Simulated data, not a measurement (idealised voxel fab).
Process module heading - voxel capacitor over wiring
Cross-sectional view cut (width: 295 nm; square cell size: 5 nm).
Cross-section format: a grid of square cells, given as bands from top to bottom; each band is one or more rows of cells. Band: top height; bottom height; in nm. Then, left to right: material with width in nm, for each material. "everywhere": a single material spanning edge to edge. "blank": empty space. Measure heights from 0. That's the level where, below it, the as-received wafer is all one material. The lowest band is bottomless and extends downward; write it as in "0 down". Width "30->40": first value at the band's top row of cells, second value at its bottom row, equal change from row to row. The cross-section has no changed cell in any step marked "same as before". Look at "Closed-off voids" for the closed voids: empty spaces with no open path to the top, sized 8 cells or up. Each is width x height at distance, distance from the left edge, all nm. Anything after a step's settings on that line? It's the simulator's own note about the step. "overlay nm", when on a step's line for a step with a mask, measures how far to the right of its planned place the mask lay; a negative measure means to the left.
So here's the lineup of process steps we planned
step 1: RECEIVE,material Si
step 2: CONFORMAL_DEP,material SiO2,thk nm 10
step 3: CONFORMAL_DEP,material SiCN,thk nm 5
step 4: DIRECTIONAL_DEP,material SiO2,thk nm 25
step 5: PATTERN,tone open,mask id METAL_1,material resist,width nm 30,pitch nm 85,thk nm 20,overlay nm 0
step 6: DIRECTIONAL_ETCH,etch materials SiO2,depth nm 25
step 7: DIRECTIONAL_ETCH,etch materials SiCN,depth nm 5
step 8: STRIP,etch materials resist
step 9: CONFORMAL_DEP,material TiN,thk nm 5
step 10: FILL_DEP,material W,thk nm 5
step 11: CMP,height nm 40
step 12: CONFORMAL_DEP,material SiCN,thk nm 5
step 13: DIRECTIONAL_DEP,material SiO2,thk nm 10
step 14: PATTERN,tone open,mask id PLUG_1,material resist,width nm 15,thk nm 15,overlay nm 0
step 15: DIRECTIONAL_ETCH,etch materials SiO2,depth nm 10
step 16: DIRECTIONAL_ETCH,etch materials SiCN,depth nm 5
step 17: STRIP,etch materials resist
step 18: CONFORMAL_DEP,material TiN,thk nm 5
step 19: FILL_DEP,material W,thk nm 5
step 20: CMP,height nm 55
step 21: DIRECTIONAL_DEP,material TiN,thk nm 10
step 22: DIRECTIONAL_DEP,material Al2O3,thk nm 5
step 23: DIRECTIONAL_DEP,material TiN,thk nm 10
step 24: MASKED_ETCH,tone cover,mask id UPPER_PLATE,width nm 60,etch materials TiN,depth nm 10,overlay nm 0
step 25: MASKED_ETCH,tone cover,mask id UPPER_PLATE,width nm 60,etch materials Al2O3,depth nm 5,overlay nm 0
step 26: MASKED_ETCH,tone cover,mask id LOWER_PLATE,width nm 70,etch materials TiN,depth nm 10,overlay nm 0
step 27: FILL_DEP,material SiO2,thk nm 15
step 28: CMP,height nm 90
step 29: PATTERN,tone open,mask id PLUG_2,material resist,width nm 15,thk nm 15,overlay nm 0
step 30: DIRECTIONAL_ETCH,etch materials SiO2,depth nm 10
step 31: STRIP,etch materials resist
step 32: CONFORMAL_DEP,material TiN,thk nm 5
step 33: FILL_DEP,material Cu,thk nm 5
step 34: CMP,height nm 90
step 35: CONFORMAL_DEP,material SiN,thk nm 5
The wafers are alike at the start. At step 32, their thk nm differs. The plan lists the first wafer's value.
Cut through the first of several wafers as received, post step 1
	0 down: Si everywhere
	Closed-off voids: none
End-of-module cross-section, first of several wafers, after last step 35
	95 to 90: SiN everywhere
	90 to 85: SiO2 115, TiN 5, Cu 5, TiN 5, SiO2 165
	85 to 80: SiO2 115, TiN 15, SiO2 165
	80 to 70: SiO2 105, TiN 60, SiO2 130
	70 to 65: SiO2 105, Al2O3 60, SiO2 130
	65 to 55: SiO2 100, TiN 70, SiO2 125
	55 to 45: SiO2 105, TiN 5, W 5, TiN 5, SiO2 175
	45 to 40: SiCN 105, TiN 15, SiCN 175
	40 to 15: SiO2 90, TiN 5, W 20, TiN 5, SiO2 55, TiN 5, W 20, TiN 5, SiO2 90
	15 to 10: SiCN 90, TiN 30, SiCN 55, TiN 30, SiCN 90
	10 to 0: SiO2 everywhere
	0 down: Si everywhere
	Closed-off voids: none
Here's the last wafer cross-sectioned at the end of the module
	95 to 90: SiN everywhere
	90 to 80: SiO2 115, TiN 15, SiO2 165
	80 to 70: SiO2 105, TiN 60, SiO2 130
	70 to 65: SiO2 105, Al2O3 60, SiO2 130
	65 to 55: SiO2 100, TiN 70, SiO2 125
	55 to 45: SiO2 105, TiN 5, W 5, TiN 5, SiO2 175
	45 to 40: SiCN 105, TiN 15, SiCN 175
	40 to 15: SiO2 90, TiN 5, W 20, TiN 5, SiO2 55, TiN 5, W 20, TiN 5, SiO2 90
	15 to 10: SiCN 90, TiN 30, SiCN 55, TiN 30, SiCN 90
	10 to 0: SiO2 everywhere
	0 down: Si everywhere
	Closed-off voids: none
The rows of the table below are wafers. Looking at the end of the module, a row counts, for every material, the cells the wafer has gained, shown as (+), or lost, shown as (-), since it was received; its closed voids come next
thk nm 5 | +12 Al2O3 | +1 Cu | +103 SiCN | +59 SiN | +808 SiO2 | +96 TiN | +42 W | Closed-off voids: none
thk nm 10 | +12 Al2O3 | +103 SiCN | +59 SiN | +808 SiO2 | +97 TiN | +42 W | Closed-off voids: none
thk nm 15 | +12 Al2O3 | +103 SiCN | +59 SiN | +808 SiO2 | +97 TiN | +42 W | Closed-off voids: none
thk nm 20 | +12 Al2O3 | +103 SiCN | +59 SiN | +808 SiO2 | +97 TiN | +42 W | Closed-off voids: none
